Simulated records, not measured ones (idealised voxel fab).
Presented below is a process module, voxel self aligned vias.
FYI the section here is cut, 225 nm wide, cells are 5 nm squares.
Throughout this document, each cross-section is represented as a grid of square cells and is presented as a sequence of bands enumerated from the top downward, where a band comprises one or more rows of cells.
Basically the band line says how high the top is and how high the bottom is, in nm, and then what's in it from left to right, every material with its width in nm. Empty space shows up as "blank", and if a single material carries "throughout" it runs the full band edge to edge.
Basically, 0 is our baseline, since under it the wafer straight out of the box is all one material. The bottom band has no lower end and keeps on going down, so it looks like "top 0, no bottom".
Width "30->40": first value at the band's top row of cells, second value at its bottom row, equal change from row to row.
Take "changes: none" at face value: in the step it is given for, the cross-section changed in none of its cells.
For the entry "Closed empty spaces", the listed items are empty spaces with no open way to the top whose size is 8 cells or more; each item follows the pattern width x height at distance, where distance is from the left edge and all three are in nm.
The remark found on a step's line after its settings is issued by the simulator itself and pertains to that step.
Among the settings permitted on a step's line is "overlay nm"; applied to a step with a mask, it specifies the extent to which the mask lay to the right of its planned position, whereas a negative figure signifies a position to the left.
**List of planned process steps**
- 1: op RECEIVE | material Si
- 2: op CONFORMAL_DEP | material SiO2 | thk nm 15
- 3: op CONFORMAL_DEP | material SiCN | thk nm 5
- 4: op DIRECTIONAL_DEP | material lowk | thk nm 20
- 5: op PATTERN | tone open | mask id LINES | material resist | width nm 20 | pitch nm 65 | thk nm 15 | overlay nm 0
- 6: op DIRECTIONAL_ETCH | etch materials lowk | depth nm 20
- 7: op STRIP | etch materials resist
- 8: op CONFORMAL_DEP | material TiN | thk nm 5
- 9: op FILL_DEP | material Ru | thk nm 5
- 10: op CMP | height nm 40
- 11: op SELECTIVE_ETCH | etch materials W Ru TiN | depth nm 5
- 12: op FILL_DEP | material SiN | thk nm 10
- 13: op CMP | height nm 40
- 14: op DIRECTIONAL_DEP | material lowk | thk nm 15
- 15: op DIRECTIONAL_DEP | material aC | thk nm 15
- 16: op PATTERN | tone open | mask id VIAS | material resist | width nm 40 | pitch nm 65 | thk nm 35 | overlay nm 0
- 17: op DIRECTIONAL_ETCH | etch materials aC | depth nm 15
- 18: op STRIP | etch materials resist
- 19: op DIRECTIONAL_ETCH | etch materials lowk | depth nm 15
- 20: op DIRECTIONAL_ETCH | etch materials SiN | depth nm 5
- 21: op STRIP | etch materials aC
- 22: op CONFORMAL_DEP | material TiN | thk nm 5
- 23: op FILL_DEP | material W | thk nm 5
- 24: op CMP | height nm 55
- 25: op CONFORMAL_DEP | material SiCN | thk nm 5
**Cross-section: wafer on arrival = after step 1**
	top 0, no bottom: Si throughout
	Closed empty spaces: none
**first wafer at the end, as planned**
	top 60, bottom 55: SiCN throughout
	top 55, bottom 45: lowk=25, TiN=5, W=30, TiN=5, lowk=25, TiN=5, W=30, TiN=5, lowk=25, TiN=5, W=30, TiN=5, lowk=30
	top 45, bottom 40: lowk=25, TiN=15, W=10, TiN=15, lowk=25, TiN=15, W=10, TiN=15, lowk=25, TiN=15, W=10, TiN=15, lowk=30
	top 40, bottom 35: lowk=35, TiN=20, lowk=45, TiN=20, lowk=45, TiN=20, lowk=40
	top 35, bottom 25: lowk=35, TiN=5, Ru=10, TiN=5, lowk=45, TiN=5, Ru=10, TiN=5, lowk=45, TiN=5, Ru=10, TiN=5, lowk=40
	top 25, bottom 20: lowk=35, TiN=20, lowk=45, TiN=20, lowk=45, TiN=20, lowk=40
	top 20, bottom 15: SiCN throughout
	top 15, bottom 0: SiO2 throughout
	top 0, no bottom: Si throughout
	Closed empty spaces: none
**Cross-sectional view of the second of two wafers upon completion of the module. This wafer shared its starting condition and process plan with the first; one error was made during its execution**
	top 60, bottom 55: SiCN throughout
	top 55, bottom 45: lowk=25, TiN=5, W=30, TiN=5, lowk=25, TiN=5, W=30, TiN=5, lowk=25, TiN=5, W=30, TiN=5, lowk=30
	top 45, bottom 40: lowk=25, TiN=20, W=10, TiN=10, lowk=25, TiN=20, W=10, TiN=10, lowk=25, TiN=20, W=10, TiN=10, lowk=30
	top 40, bottom 35: lowk=40, TiN=20, lowk=45, TiN=20, lowk=45, TiN=20, lowk=35
	top 35, bottom 25: lowk=40, TiN=5, Ru=10, TiN=5, lowk=45, TiN=5, Ru=10, TiN=5, lowk=45, TiN=5, Ru=10, TiN=5, lowk=35
	top 25, bottom 20: lowk=40, TiN=20, lowk=45, TiN=20, lowk=45, TiN=20, lowk=35
	top 20, bottom 15: SiCN throughout
	top 15, bottom 0: SiO2 throughout
	top 0, no bottom: Si throughout
	Closed empty spaces: none
Plan not followed: step 5 did not use the planned setting and instead ran as op PATTERN | tone open | mask id LINES | material resist | width nm 20 | pitch nm 65 | thk nm 15 | overlay nm 5
The concluding comparison shows that, measured in cells, each material is equally abundant on both wafers, albeit at different positions.
